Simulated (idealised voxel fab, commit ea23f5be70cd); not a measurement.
process module | voxel released beams
cross-section cut | 205 nm wide | cells 5 nm
A cross-section is a grid of square cells, given in bands from the top down. A band is one or more rows of cells.
Each band's line starts with the height of the band's top and of its bottom, in nm. Then come its materials from left to right, each with its width in nm. One material with "throughout" fills the band from edge to edge. "air" is empty space.
Height 0 is the level under which the wafer as received is all one material. The lowest band goes on downwards, as in "0 down".
A width such as "30 to 40" changes by the same amount from each row of cells to the next, from the band's top row to its bottom row.
"no change" after a step means that no cell of the cross-section changed.
closed voids: empty space of 8 cells or more with no open way to the top, each as width x height at its distance from the left edge, in nm
after a step's settings: what the simulator itself notes on the step
overlay nm, on a step with a mask: how far to the right of its planned place the mask lay; to the left if negative
plan
1 op RECEIVE | material Si
2 op CONFORMAL_DEP | material Al2O3 | thk nm 10
3 op DIRECTIONAL_DEP | material SiO2 | thk nm 10
4 op DIRECTIONAL_DEP | material aC | thk nm 10
5 op PATTERN | tone open | mask id ANCHOR | material resist | width nm 35 | thk nm 25 | overlay nm 0
6 op DIRECTIONAL_ETCH | etch materials aC | depth nm 10
7 op STRIP | etch materials resist
8 op DIRECTIONAL_ETCH | etch materials SiO2 | depth nm 10
9 op STRIP | etch materials aC
10 op CONFORMAL_DEP | material polySi | thk nm 15
11 op MASKED_ETCH | tone cover | mask id BEAM | width nm 85 | etch materials polySi | depth nm 15 | overlay nm 0
12 op STRIP | etch materials SiO2
as received, after step 1
  0 down: Si throughout
  closed voids: none
a wafer at the end: this start, this plan, one mistake
  35 to 25: air 65 | polySi 10 | air 5 | polySi 70 | air 55
  25 to 20: air 65 | polySi 85 | air 55
  20 to 10: air 60 | polySi 35 | air 110
  10 to 0: Al2O3 throughout
  0 down: Si throughout
  closed voids: none
what went wrong: step 11 ran as: op MASKED_ETCH | tone cover | mask id BEAM | width nm 85 | etch materials polySi | depth nm 15 | overlay nm 10
